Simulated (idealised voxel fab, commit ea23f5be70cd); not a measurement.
Name of the process module below: voxel released beams
This is section cut - it's 200 nm across, gridded in 5 nm square cells.
Cross-section = grid of square cells, listed top down in bands; band = one or more rows.
Heights first: top, then bottom, in nm. Then materials, left to right, each with a width in nm. "all across" on a single material: fills the band edge to edge. "blank": empty space.
Height 0 is the level under which the wafer as received is all one material. The lowest band goes on downwards, as in "0 nm and below".
Width spec "30..40" -> top row of cells at first value, bottom row at second value, equal per-row change in between.
It should be understood that the words "no change occurred", when stated for a given step, signify that the cross-section underwent no change in any of its cells during that step.
Empty spaces without an open route to the top, at least 8 cells in extent, make up the entry "Closed void list"; each is given as width x height at distance, where the distance is measured from the left edge, and all are in nm.
Heads up: the bit after the settings on a step's line is the simulator's remark on that step.
overlay nm: right-of-plan distance of the mask on a masked step; negative values mean left-of-plan.
# plan
1: RECEIVE [material Si]
2: CONFORMAL_DEP [material SiN] [thk nm 10]
3: DIRECTIONAL_DEP [material SiO2] [thk nm 10]
4: MASKED_ETCH [tone open] [mask id ANCHOR] [width nm 30] [etch materials SiO2] [depth nm 10] [overlay nm 0]
5: CONFORMAL_DEP [material W] [thk nm 10]
6: DIRECTIONAL_DEP [material aC] [thk nm 15]
7: PATTERN [tone cover] [mask id BEAM] [material resist] [width nm 90] [thk nm 35] [overlay nm 0]
8: DIRECTIONAL_ETCH [etch materials aC] [depth nm 15]
9: STRIP [etch materials resist]
10: DIRECTIONAL_ETCH [etch materials W] [depth nm 10]
11: STRIP [etch materials aC]
12: STRIP [etch materials SiO2]
# Shown in cross-section is the wafer as received, that is, as it stands after step 1
- 0 nm and below = Si all across
- Closed void list: none
# What the wafer looks like in cross-section after this module, when it starts as shown above and follows the plan above but one mistake is made in running it
- 30 nm to 20 nm = blank=50, then W=15, then blank=10, then W=70, then blank=55
- 20 nm to 10 nm = blank=55, then W=30, then blank=115
- 10 nm to 0 nm = SiN all across
- 0 nm and below = Si all across
- Closed void list: none
Which mistake was made when the wafer was run? heads up, step 7 didn't go per plan, it actually ran as PATTERN [tone cover] [mask id BEAM] [material resist] [width nm 95] [thk nm 35] [overlay nm 0]
